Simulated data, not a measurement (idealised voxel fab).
You're looking at the process module voxel self aligned vias.
The width of the displayed cross-section, cut, is 215 nm; its cells are square, with a size of 5 nm.
Format of a cross-section: grid, square cells. Given as bands. Order: top down. Band: one or more rows of cells. Band: top and bottom heights (nm) first, top before bottom; then materials from left to right, widths in nm. "full width" marks a sole material filling the band edge to edge. "empty" denotes empty space. The reference from which all heights are counted is 0, the level beneath which the as-received wafer is entirely one material; the lowest band, having no lower bound, proceeds downward and is written after the example "from 0 down". The width entry "30 to 40" should be interpreted row by row: the top row of cells in the band takes the first number, the bottom row takes the second number, and the change between adjacent rows is uniform throughout. What does "nothing changed" mean for a step? It means no cell of the cross-section changed in that step. The entry "Closed cavities" lists the empty spaces that cover at least 8 cells and have no open path to the top. Each is written as width x height at distance, where the distance is measured from the left edge and all three values are in nm. It should be noted that, on the line of a given step, the content following the step's settings is a remark produced by the simulator itself with respect to that step. The optional step-line setting "overlay nm" applies to steps with a mask and quantifies how far to the right of its planned location the mask lay, a negative value indicating leftward placement.
SET OUT BELOW ARE THE PLANNED STEPS OF THE PROCESS
1. RECEIVE (material Si)
2. CONFORMAL_DEP (material SiO2; thk nm 10)
3. CONFORMAL_DEP (material SiCN; thk nm 5)
4. DIRECTIONAL_DEP (material lowk; thk nm 20)
5. MASKED_ETCH (tone open; mask id LINES; width nm 30; pitch nm 60; etch materials lowk; depth nm 20; overlay nm 0)
6. CONFORMAL_DEP (material TiN; thk nm 5)
7. FILL_DEP (material W; thk nm 5)
8. CMP (height nm 35)
9. SELECTIVE_ETCH (etch materials W Ru TiN; depth nm 10)
10. FILL_DEP (material SiN; thk nm 10)
11. CMP (height nm 35)
12. DIRECTIONAL_DEP (material lowk; thk nm 20)
13. PATTERN (tone open; mask id VIAS; material resist; width nm 40; pitch nm 60; thk nm 15; overlay nm 0)
14. DIRECTIONAL_ETCH (etch materials lowk; depth nm 20)
15. DIRECTIONAL_ETCH (etch materials SiN; depth nm 10)
16. STRIP (etch materials resist)
17. CONFORMAL_DEP (material TiN; thk nm 5)
18. FILL_DEP (material Cu; thk nm 10)
19. CMP (height nm 55)
20. CONFORMAL_DEP (material SiCN; thk nm 5)
CROSS-SECTION OF THE WAFER AS IT CAME TO US, I.E., ALREADY THROUGH STEP 1
	from 0 down | Si full width
	Closed cavities: none
END-OF-MODULE CROSS-SECTION OF THE FIRST OF TWO WAFERS, PROCESSED AS PLANNED
	from 60 to 55 | SiCN full width
	from 55 to 40 | 25 nm lowk, then 5 nm TiN, then 30 nm Cu, then 5 nm TiN, then 20 nm lowk, then 5 nm TiN, then 30 nm Cu, then 5 nm TiN, then 20 nm lowk, then 5 nm TiN, then 30 nm Cu, then 5 nm TiN, then 30 nm lowk
	from 40 to 30 | 25 to 30 nm lowk, then 10 to 5 nm TiN, then 20 nm Cu, then 10 to 5 nm TiN, then 20 to 30 nm lowk, then 10 to 5 nm TiN, then 20 nm Cu, then 10 to 5 nm TiN, then 20 to 30 nm lowk, then 10 to 5 nm TiN, then 20 nm Cu, then 10 to 5 nm TiN, then 30 to 35 nm lowk
	from 30 to 25 | 30 nm lowk, then 30 nm TiN, then 30 nm lowk, then 30 nm TiN, then 30 nm lowk, then 30 nm TiN, then 35 nm lowk
	from 25 to 20 | 30 nm lowk, then 5 nm TiN, then 20 nm W, then 5 nm TiN, then 30 nm lowk, then 5 nm TiN, then 20 nm W, then 5 nm TiN, then 30 nm lowk, then 5 nm TiN, then 20 nm W, then 5 nm TiN, then 35 nm lowk
	from 20 to 15 | 30 nm lowk, then 30 nm TiN, then 30 nm lowk, then 30 nm TiN, then 30 nm lowk, then 30 nm TiN, then 35 nm lowk
	from 15 to 10 | SiCN full width
	from 10 to 0 | SiO2 full width
	from 0 down | Si full width
	Closed cavities: none
WAFER TWO (OF TWO), END-OF-MODULE CROSS-SECTION: START = WAFER ONE, PLAN = WAFER ONE, ONE RUN MISTAKE
	from 60 to 55 | SiCN full width
	from 55 to 30 | 25 nm lowk, then 5 nm TiN, then 30 nm Cu, then 5 nm TiN, then 20 nm lowk, then 5 nm TiN, then 30 nm Cu, then 5 nm TiN, then 20 nm lowk, then 5 nm TiN, then 30 nm Cu, then 5 nm TiN, then 30 nm lowk
	from 30 to 25 | 25 nm lowk, then 40 nm TiN, then 20 nm lowk, then 40 nm TiN, then 20 nm lowk, then 40 nm TiN, then 30 nm lowk
	from 25 to 20 | 25 nm lowk, then 10 nm TiN, then 20 nm W, then 10 nm TiN, then 20 nm lowk, then 10 nm TiN, then 20 nm W, then 10 nm TiN, then 20 nm lowk, then 10 nm TiN, then 20 nm W, then 10 nm TiN, then 30 nm lowk
	from 20 to 15 | 25 nm lowk, then 40 nm TiN, then 20 nm lowk, then 40 nm TiN, then 20 nm lowk, then 40 nm TiN, then 30 nm lowk
	from 15 to 10 | SiCN full width
	from 10 to 0 | SiO2 full width
	from 0 down | Si full width
	Closed cavities: none
Nonconformance to the process plan: step 14 of the plan was performed twice
The second wafer ends with more or fewer cells of some materials than the first, per final count: +12 Cu | +12 TiN | -24 lowk
